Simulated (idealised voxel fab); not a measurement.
Herein follows the process module entitled voxel spacer lines.
Pictured: cross-section cut, 275 nm wide, on a grid of 5 nm square cells.
Reading order for cross-sections: top band down to bottom band. Underlying form: a grid of square cells. Band size: one or more rows of cells. Read a band's entry like this: the first values are the height of its top and the height of its bottom in nm, and what follows is the sequence of materials from left to right, each with its width in nm. Note that "empty" is empty space, and that a single material marked "edge to edge" reaches across the band from edge to edge. The level at which height equals 0 is the one under which the wafer, as it arrives, is entirely one material. No lower edge exists for the bottom band, which continues downward and is notated as in "0 and below". Note: "30..40" means the width goes from the first number (top row of the band) to the second number (bottom row) in equal steps per row of cells. For the purposes of this document, the phrase "same as before" attached to a step denotes that no cell within the cross-section was modified by that step. Entry "Sealed cavities". Content: empty spaces with no open connection to the top, size 8 cells or greater. Each: width x height at distance. Distance: from left edge. Unit: nm. That trailing text on a step's line, after the settings, is the simulator's own remark on the step. A step's line can hold "overlay nm"; with a mask on that step, the setting says how far right of the planned place the mask lay, while a negative setting says it lay to the left.
# Process steps (planned)
1) RECEIVE,material Si
2) CONFORMAL_DEP,material Al2O3,thk nm 5
3) DIRECTIONAL_DEP,material SiN,thk nm 10
4) DIRECTIONAL_DEP,material aC,thk nm 20
5) PATTERN,tone cover,mask id MANDREL,material resist,width nm 15,pitch nm 60,thk nm 30,overlay nm -15
6) DIRECTIONAL_ETCH,etch materials aC,depth nm 20
7) STRIP,etch materials resist
8) CONFORMAL_DEP,material SiO2,thk nm 15
9) DIRECTIONAL_ETCH,etch materials SiO2,depth nm 15
10) STRIP,etch materials aC
11) DIRECTIONAL_ETCH,etch materials SiN,depth nm 10
12) STRIP,etch materials SiO2
13) FILL_DEP,material lowk,thk nm 5
14) CMP,height nm 15
Be aware that, although all wafers share a common starting state, the overlay nm at step 5 differs among them, and the plan displays the first wafer's value.
# Cross-section of the first of several received wafers, showing its state after step 1
- 0 and below | Si edge to edge
- Sealed cavities: none
# The table below has one row for each wafer; a row shows, as of the end of the module, how many cells of each material the wafer has gained, marked (+), or lost, marked (-), since it was received, and then the wafer's closed voids
overlay nm -15, +55 Al2O3, +36 SiN, +74 lowk, Sealed cavities: none
overlay nm -10, +55 Al2O3, +36 SiN, +74 lowk, Sealed cavities: none
overlay nm -5, +55 Al2O3, +36 SiN, +74 lowk, Sealed cavities: none
overlay nm 0, +55 Al2O3, +36 SiN, +74 lowk, Sealed cavities: none
overlay nm 5, +55 Al2O3, +36 SiN, +74 lowk, Sealed cavities: none
overlay nm 10, +55 Al2O3, +36 SiN, +74 lowk, Sealed cavities: none
overlay nm 15, +55 Al2O3, +36 SiN, +74 lowk, Sealed cavities: none
